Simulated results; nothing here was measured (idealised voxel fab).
process module | voxel gate over fins
cross-section cut | 170 nm wide | cells 5 nm
A cross-section is a grid of square cells, given in bands from the top down. A band is one or more rows of cells.
Each band's line starts with the height of the band's top and of its bottom, in nm. Then come its materials from left to right, each with its width in nm. One material with "throughout" fills the band from edge to edge. "air" is empty space.
Height 0 is the level under which the wafer as received is all one material. The lowest band goes on downwards, as in "0 down".
A width such as "30 to 40" changes by the same amount from each row of cells to the next, from the band's top row to its bottom row.
"no change" after a step means that no cell of the cross-section changed.
closed voids: empty space of 8 cells or more with no open way to the top, each as width x height at its distance from the left edge, in nm
after a step's settings: what the simulator itself notes on the step
overlay nm, on a step with a mask: how far to the right of its planned place the mask lay; to the left if negative
plan
1 op RECEIVE | material Si
2 op CONFORMAL_DEP | material SiN | thk nm 5
3 op DIRECTIONAL_DEP | material aC | thk nm 10
4 op PATTERN | tone cover | mask id FINS | material resist | width nm 15 | pitch nm 55 | thk nm 30 | overlay nm 0
5 op DIRECTIONAL_ETCH | etch materials aC | depth nm 10
6 op STRIP | etch materials resist
7 op DIRECTIONAL_ETCH | etch materials SiN | depth nm 5
8 op DIRECTIONAL_ETCH | etch materials Si | depth nm 30
9 op STRIP | etch materials aC
10 op OXIDIZE | depth nm 5
11 op FILL_DEP | material SiO2 | thk nm 5
12 op CMP | height nm 5
13 op MASKED_ETCH | tone open | mask id RAIL | width nm 15 | etch materials SiO2 | depth nm 30 | overlay nm 0
14 op CONFORMAL_DEP | material TiN | thk nm 5
15 op FILL_DEP | material W | thk nm 5
16 op CMP | height nm 5
17 op SELECTIVE_ETCH | etch materials W Ru TiN | depth nm 25
18 op FILL_DEP | material SiO2 | thk nm 5
19 op CMP | height nm 5
20 op SELECTIVE_ETCH | etch materials SiO2 | depth nm 20
21 op STRIP | etch materials SiN
22 op CONFORMAL_DEP | material HfO2 | thk nm 5
23 op CONFORMAL_DEP | material TiN | thk nm 5
24 op FILL_DEP | material W | thk nm 15
25 op CMP | height nm 20
26 op CONFORMAL_DEP | material SiN | thk nm 10
as received, after step 1
  0 down: Si throughout
  closed voids: none
a wafer at the end: this start, this plan, one mistake
  30 to 20: SiN throughout
  20 to 10: W throughout
  10 to 5: W 15 | TiN 25 | W 30 | TiN 25 | W 30 | TiN 25 | W 20
  5 to 0: W 15 | TiN 5 | HfO2 15 | TiN 5 | W 30 | TiN 5 | HfO2 15 | TiN 5 | W 30 | TiN 5 | HfO2 15 | TiN 5 | W 20
  0 to -5: W 15 | TiN 5 | HfO2 5 | Si 5 | HfO2 5 | TiN 5 | W 30 | TiN 5 | HfO2 5 | Si 5 | HfO2 5 | TiN 5 | W 30 | TiN 5 | HfO2 5 | Si 5 | HfO2 5 | TiN 5 | W 20
  -5 to -10: TiN 20 | HfO2 5 | Si 5 | HfO2 5 | TiN 40 | HfO2 5 | Si 5 | HfO2 5 | TiN 40 | HfO2 5 | Si 5 | HfO2 5 | TiN 25
  -10 to -15: HfO2 25 | Si 5 | HfO2 50 | Si 5 | HfO2 50 | Si 5 | HfO2 30
  -15 to -20: SiO2 25 | Si 5 | SiO2 50 | Si 5 | SiO2 50 | Si 5 | SiO2 30
  -20 to -25: SiO2 25 | Si 5 | SiO2 15 | TiN 15 | SiO2 20 | Si 5 | SiO2 50 | Si 5 | SiO2 30
  -25 to -65: SiO2 25 | Si 5 | SiO2 50 | Si 5 | SiO2 50 | Si 5 | SiO2 30
  -65 down: Si throughout
  closed voids: none
what went wrong: step 8 was run twice
